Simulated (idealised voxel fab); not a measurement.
The process module that follows is named voxel fin reveal.
The width of the displayed cross-section, cut, is 295 nm; its cells are square, with a size of 5 nm.
Each cross-section below is a grid of square cells, stated as bands in top-down order, with one or more rows of cells making up each band. Look at the band entry: it leads with the top's height and the bottom's height in nm. Then it lists the materials left to right, with a width in nm for each. The word "full width" on a single material says that material fills the band edge to edge. The word "empty" is empty space. Height datum 0, below which the as-received substrate wafer is one material. Lowest band open at the bottom, running downward: "z 0 and below". With a width like "30..40", each row of cells in the band differs from the next by the same amount, the top row carrying the first number and the bottom row the second. You'll sometimes find "nothing got changed" written for a step, and that's the way of saying that nowhere in the cross-section did a cell change during that step. The entry titled "closed voids" provides the empty spaces that have no open way to the top, restricted to those of 8 cells or more. Each is presented as width x height at distance, the distance being measured from the left edge, with all three in nm. Past the settings on a step's line: simulator remark, on that step. Each step line may optionally specify "overlay nm", which for a step with a mask gives the rightward distance between the mask's planned place and where it lay, a negative value indicating the leftward direction.
Planned step list for the process
1. RECEIVE, material Si
2. CONFORMAL_DEP, material SiN, thk nm 10
3. DIRECTIONAL_DEP, material aC, thk nm 10
4. PATTERN, tone cover, mask id FINS, material resist, width nm 15, pitch nm 45, thk nm 30, overlay nm 0
5. DIRECTIONAL_ETCH, etch materials aC, depth nm 10
6. STRIP, etch materials resist
7. DIRECTIONAL_ETCH, etch materials SiN, depth nm 10
8. DIRECTIONAL_ETCH, etch materials Si, depth nm 40
9. STRIP, etch materials aC
10. FILL_DEP, material SiO2, thk nm 5
11. CMP, height nm 10
12. SELECTIVE_ETCH, etch materials SiO2, depth nm 25
13. STRIP, etch materials SiN
First of two wafers, processed according to plan
Cross-section of the wafer as it came to us, i.e., already through step 1
	z 0 and below = Si full width
	closed voids: none
Cross-section through the wafer, step 2 finished
	z 10 to 0 = SiN full width
	Anything lower than 0 is untouched.
Cross-section through the wafer, step 3 finished
	z 20 to 10 = aC full width
	Anything lower than 10 is untouched.
Cross-section through the wafer, step 4 finished
	z 50 to 20 = 70 of empty, then 15 of resist, then 30 of empty, then 15 of resist, then 30 of empty, then 15 of resist, then 30 of empty, then 15 of resist, then 75 of empty
	Anything lower than 20 is untouched.
Cross-section through the wafer, step 5 finished
	z 40 to 20 = 70 of empty, then 15 of resist, then 30 of empty, then 15 of resist, then 30 of empty, then 15 of resist, then 30 of empty, then 15 of resist, then 75 of empty
	z 20 to 10 = 70 of empty, then 15 of aC, then 30 of empty, then 15 of aC, then 30 of empty, then 15 of aC, then 30 of empty, then 15 of aC, then 75 of empty
	Anything lower than 10 is untouched.
Cross-section through the wafer, step 6 finished
	z 20 to 10 = 70 of empty, then 15 of aC, then 30 of empty, then 15 of aC, then 30 of empty, then 15 of aC, then 30 of empty, then 15 of aC, then 75 of empty
	Anything lower than 10 is untouched.
Cross-section through the wafer, step 7 finished
	z 20 to 10 = 70 of empty, then 15 of aC, then 30 of empty, then 15 of aC, then 30 of empty, then 15 of aC, then 30 of empty, then 15 of aC, then 75 of empty
	z 10 to 0 = 70 of empty, then 15 of SiN, then 30 of empty, then 15 of SiN, then 30 of empty, then 15 of SiN, then 30 of empty, then 15 of SiN, then 75 of empty
	Anything lower than 0 is untouched.
Cross-section through the wafer, step 8 finished
	z 20 to 10 = 70 of empty, then 15 of aC, then 30 of empty, then 15 of aC, then 30 of empty, then 15 of aC, then 30 of empty, then 15 of aC, then 75 of empty
	z 10 to 0 = 70 of empty, then 15 of SiN, then 30 of empty, then 15 of SiN, then 30 of empty, then 15 of SiN, then 30 of empty, then 15 of SiN, then 75 of empty
	z 0 to -40 = 70 of empty, then 15 of Si, then 30 of empty, then 15 of Si, then 30 of empty, then 15 of Si, then 30 of empty, then 15 of Si, then 75 of empty
	Anything lower than -40 is untouched.
Cross-section through the wafer, step 9 finished
	z 10 to 0 = 70 of empty, then 15 of SiN, then 30 of empty, then 15 of SiN, then 30 of empty, then 15 of SiN, then 30 of empty, then 15 of SiN, then 75 of empty
	Anything lower than 0 is untouched.
Cross-section through the wafer, step 10 finished
	z 15 to 10 = SiO2 full width
	z 10 to 0 = 70 of SiO2, then 15 of SiN, then 30 of SiO2, then 15 of SiN, then 30 of SiO2, then 15 of SiN, then 30 of SiO2, then 15 of SiN, then 75 of SiO2
	z 0 to -40 = 70 of SiO2, then 15 of Si, then 30 of SiO2, then 15 of Si, then 30 of SiO2, then 15 of Si, then 30 of SiO2, then 15 of Si, then 75 of SiO2
	Anything lower than -40 is untouched.
Cross-section through the wafer, step 11 finished
	z 10 to 0 = 70 of SiO2, then 15 of SiN, then 30 of SiO2, then 15 of SiN, then 30 of SiO2, then 15 of SiN, then 30 of SiO2, then 15 of SiN, then 75 of SiO2
	Anything lower than 0 is untouched.
Cross-section through the wafer, step 12 finished
	z 10 to 0 = 70 of empty, then 15 of SiN, then 30 of empty, then 15 of SiN, then 30 of empty, then 15 of SiN, then 30 of empty, then 15 of SiN, then 75 of empty
	z 0 to -15 = 70 of empty, then 15 of Si, then 30 of empty, then 15 of Si, then 30 of empty, then 15 of Si, then 30 of empty, then 15 of Si, then 75 of empty
	Anything lower than -15 is untouched.
Cross-section through the wafer, step 13 finished
	z 0 to -15 = 70 of empty, then 15 of Si, then 30 of empty, then 15 of Si, then 30 of empty, then 15 of Si, then 30 of empty, then 15 of Si, then 75 of empty
	Anything lower than -15 is untouched.
Second wafer, same starting conditions and recipe as the first, one mistake in executing it, nothing differs from the first up to and including step 12
Look at the second wafer in cross-section at the time step 13 ought to have finished
	z 10 to 0 = 70 of empty, then 15 of SiN, then 30 of empty, then 15 of SiN, then 30 of empty, then 15 of SiN, then 30 of empty, then 15 of SiN, then 75 of empty
	z 0 to -40 = 70 of empty, then 15 of Si, then 30 of empty, then 15 of Si, then 30 of empty, then 15 of Si, then 30 of empty, then 15 of Si, then 75 of empty
	Anything lower than -40 is untouched.
Where did the run depart from the plan? step 13, actual vs plan mismatch, actual run STRIP, etch materials SiO2
Counted in cells at the end, the second wafer holds more or fewer of these materials than the first: SiN: 24 more, SiO2: 235 fewer
